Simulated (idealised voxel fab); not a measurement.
Documented hereafter: the process module known as voxel self aligned vias.
This is section cut - it's 205 nm across, gridded in 5 nm square cells.
When this document writes out a cross-section, it uses a grid of square cells and lists it as bands, beginning at the top and moving down, with a band standing for one or more rows of cells.
This entry defines a band. It first specifies the height of the band's top and the height of its bottom in nm, and then specifies the band's materials from left to right, stating each material with its width in nm. The word "throughout" identifies a single material that fills the band from edge to edge, while the word "blank" identifies empty space.
Ref level 0: as-received wafer is one material below here. Bottom band extends down with no lower bound ("0 down").
A width such as "30 to 40" changes by the same amount from each row of cells to the next, from the band's top row to its bottom row.
Step marked "stayed the same"? Then no cell in the cross-section changed in it.
The entry titled "Sealed void list" provides the empty spaces that have no open way to the top, restricted to those of 8 cells or more. Each is presented as width x height at distance, the distance being measured from the left edge, with all three in nm.
Past the settings on a step's line: simulator remark, on that step.
Steps that use a mask can have "overlay nm" on their line. It says how far the mask sat to the right of where it was meant to be. Negative means to the left.
**List of planned process steps**
step 1: RECEIVE | material Si
step 2: CONFORMAL_DEP | material SiO2 | thk nm 15
step 3: CONFORMAL_DEP | material SiCN | thk nm 5
step 4: DIRECTIONAL_DEP | material SiO2 | thk nm 25
step 5: MASKED_ETCH | tone open | mask id LINES | width nm 20 | pitch nm 70 | etch materials SiO2 | depth nm 25 | overlay nm 0
step 6: CONFORMAL_DEP | material TiN | thk nm 5
step 7: FILL_DEP | material W | thk nm 10
step 8: CMP | height nm 45
step 9: SELECTIVE_ETCH | etch materials W Ru TiN | depth nm 5
step 10: FILL_DEP | material SiN | thk nm 5
step 11: CMP | height nm 45
step 12: DIRECTIONAL_DEP | material SiO2 | thk nm 15
step 13: PATTERN | tone open | mask id VIAS | material resist | width nm 40 | thk nm 20 | overlay nm 0
step 14: DIRECTIONAL_ETCH | etch materials SiO2 | depth nm 15
step 15: DIRECTIONAL_ETCH | etch materials SiN | depth nm 5
step 16: STRIP | etch materials resist
step 17: CONFORMAL_DEP | material TiN | thk nm 5
step 18: FILL_DEP | material W | thk nm 5
step 19: CMP | height nm 60
step 20: CONFORMAL_DEP | material SiN | thk nm 5
**First of the two wafers, run per plan**
**Here's what the wafer looked like in cross-section when it arrived - that's after step 1**
0 down | Si throughout
Sealed void list: none
**After step 2: wafer cross-section**
15 to 0 | SiO2 throughout
At heights below 0, the structure remains unaltered.
**After step 3: wafer cross-section**
20 to 15 | SiCN throughout
At heights below 15, the structure remains unaltered.
**After step 4: wafer cross-section**
45 to 20 | SiO2 throughout
At heights below 20, the structure remains unaltered.
**After step 5: wafer cross-section**
45 to 20 | SiO2 55 nm  blank 20 nm  SiO2 50 nm  blank 20 nm  SiO2 60 nm
At heights below 20, the structure remains unaltered.
**After step 6: wafer cross-section**
50 to 45 | TiN 60 nm  blank 10 nm  TiN 60 nm  blank 10 nm  TiN 65 nm
45 to 25 | SiO2 55 nm  TiN 5 nm  blank 10 nm  TiN 5 nm  SiO2 50 nm  TiN 5 nm  blank 10 nm  TiN 5 nm  SiO2 60 nm
25 to 20 | SiO2 55 nm  TiN 20 nm  SiO2 50 nm  TiN 20 nm  SiO2 60 nm
At heights below 20, the structure remains unaltered.
**After step 7: wafer cross-section**
60 to 50 | W throughout
50 to 45 | TiN 60 nm  W 10 nm  TiN 60 nm  W 10 nm  TiN 65 nm
45 to 25 | SiO2 55 nm  TiN 5 nm  W 10 nm  TiN 5 nm  SiO2 50 nm  TiN 5 nm  W 10 nm  TiN 5 nm  SiO2 60 nm
At heights below 25, the structure remains unaltered.
**After step 8: wafer cross-section**
45 to 25 | SiO2 55 nm  TiN 5 nm  W 10 nm  TiN 5 nm  SiO2 50 nm  TiN 5 nm  W 10 nm  TiN 5 nm  SiO2 60 nm
At heights below 25, the structure remains unaltered.
**After step 9: wafer cross-section**
45 to 40 | SiO2 55 nm  blank 20 nm  SiO2 50 nm  blank 20 nm  SiO2 60 nm
At heights below 40, the structure remains unaltered.
**After step 10: wafer cross-section**
50 to 45 | SiN throughout
45 to 40 | SiO2 55 nm  SiN 20 nm  SiO2 50 nm  SiN 20 nm  SiO2 60 nm
At heights below 40, the structure remains unaltered.
**After step 11: wafer cross-section**
45 to 40 | SiO2 55 nm  SiN 20 nm  SiO2 50 nm  SiN 20 nm  SiO2 60 nm
At heights below 40, the structure remains unaltered.
**After step 12: wafer cross-section**
60 to 45 | SiO2 throughout
At heights below 45, the structure remains unaltered.
**After step 13: wafer cross-section**
80 to 60 | resist 45 nm  blank 40 nm  resist 120 nm
At heights below 60, the structure remains unaltered.
**After step 14: wafer cross-section**
80 to 60 | resist 45 nm  blank 40 nm  resist 120 nm
60 to 45 | SiO2 45 nm  blank 40 nm  SiO2 120 nm
At heights below 45, the structure remains unaltered.
**After step 15: wafer cross-section**
80 to 60 | resist 45 nm  blank 40 nm  resist 120 nm
60 to 45 | SiO2 45 nm  blank 40 nm  SiO2 120 nm
45 to 40 | SiO2 55 nm  blank 20 nm  SiO2 50 nm  SiN 20 nm  SiO2 60 nm
At heights below 40, the structure remains unaltered.
**After step 16: wafer cross-section**
60 to 45 | SiO2 45 nm  blank 40 nm  SiO2 120 nm
At heights below 45, the structure remains unaltered.
**After step 17: wafer cross-section**
65 to 60 | TiN 50 nm  blank 30 nm  TiN 125 nm
60 to 50 | SiO2 45 nm  TiN 5 nm  blank 30 nm  TiN 5 nm  SiO2 120 nm
50 to 45 | SiO2 45 nm  TiN 15 nm  blank 10 nm  TiN 15 nm  SiO2 120 nm
45 to 40 | SiO2 55 nm  TiN 20 nm  SiO2 50 nm  SiN 20 nm  SiO2 60 nm
At heights below 40, the structure remains unaltered.
**After step 18: wafer cross-section**
70 to 65 | W throughout
65 to 60 | TiN 50 nm  W 30 nm  TiN 125 nm
60 to 50 | SiO2 45 nm  TiN 5 nm  W 30 nm  TiN 5 nm  SiO2 120 nm
50 to 45 | SiO2 45 nm  TiN 15 nm  W 10 nm  TiN 15 nm  SiO2 120 nm
At heights below 45, the structure remains unaltered.
**After step 19: wafer cross-section**
60 to 50 | SiO2 45 nm  TiN 5 nm  W 30 nm  TiN 5 nm  SiO2 120 nm
At heights below 50, the structure remains unaltered.
**After step 20: wafer cross-section**
65 to 60 | SiN throughout
At heights below 60, the structure remains unaltered.
**Regarding the second of the two wafers: it shared the first wafer's starting condition and process plan, yet one error occurred during its execution. Its history coincides with that of the first wafer up to and including step 2**
**Cross-section, second wafer, at the end time the plan gives for step 3**
40 to 0 | SiO2 throughout
At heights below 0, the structure remains unaltered.
**Cross-section, second wafer, at the end time the plan gives for step 4**
45 to 40 | SiCN throughout
At heights below 40, the structure remains unaltered.
Cross-section, second wafer, at the end time the plan gives for step 5: stayed the same
**Cross-section, second wafer, at the end time the plan gives for step 6**
50 to 45 | TiN throughout
At heights below 45, the structure remains unaltered.
**Cross-section, second wafer, at the end time the plan gives for step 7**
60 to 50 | W throughout
At heights below 50, the structure remains unaltered.
**Cross-section, second wafer, at the end time the plan gives for step 8**
45 to 40 | SiCN throughout
At heights below 40, the structure remains unaltered.
Cross-section, second wafer, at the end time the plan gives for step 9: stayed the same
**Cross-section, second wafer, at the end time the plan gives for step 10**
50 to 45 | SiN throughout
At heights below 45, the structure remains unaltered.
**Cross-section, second wafer, at the end time the plan gives for step 11**
45 to 40 | SiCN throughout
At heights below 40, the structure remains unaltered.
**Cross-section, second wafer, at the end time the plan gives for step 12**
60 to 45 | SiO2 throughout
At heights below 45, the structure remains unaltered.
**Cross-section, second wafer, at the end time the plan gives for step 13**
80 to 60 | resist 45 nm  blank 40 nm  resist 120 nm
At heights below 60, the structure remains unaltered.
**Cross-section, second wafer, at the end time the plan gives for step 14**
80 to 60 | resist 45 nm  blank 40 nm  resist 120 nm
60 to 45 | SiO2 45 nm  blank 40 nm  SiO2 120 nm
At heights below 45, the structure remains unaltered.
Cross-section, second wafer, at the end time the plan gives for step 15: stayed the same
**Cross-section, second wafer, at the end time the plan gives for step 16**
60 to 45 | SiO2 45 nm  blank 40 nm  SiO2 120 nm
At heights below 45, the structure remains unaltered.
**Cross-section, second wafer, at the end time the plan gives for step 17**
65 to 60 | TiN 50 nm  blank 30 nm  TiN 125 nm
60 to 50 | SiO2 45 nm  TiN 5 nm  blank 30 nm  TiN 5 nm  SiO2 120 nm
50 to 45 | SiO2 45 nm  TiN 40 nm  SiO2 120 nm
At heights below 45, the structure remains unaltered.
**Cross-section, second wafer, at the end time the plan gives for step 18**
70 to 65 | W throughout
65 to 60 | TiN 50 nm  W 30 nm  TiN 125 nm
60 to 50 | SiO2 45 nm  TiN 5 nm  W 30 nm  TiN 5 nm  SiO2 120 nm
At heights below 50, the structure remains unaltered.
**Cross-section, second wafer, at the end time the plan gives for step 19**
60 to 50 | SiO2 45 nm  TiN 5 nm  W 30 nm  TiN 5 nm  SiO2 120 nm
At heights below 50, the structure remains unaltered.
**Cross-section, second wafer, at the end time the plan gives for step 20**
65 to 60 | SiN throughout
At heights below 60, the structure remains unaltered.
Here's what went sideways: the run placed steps 3 and 4 each in the position the plan gave to the other
At the finish, the second wafer shows more or fewer cells for some materials than the first does: SiN -4, SiO2 +40, TiN -22, W -14
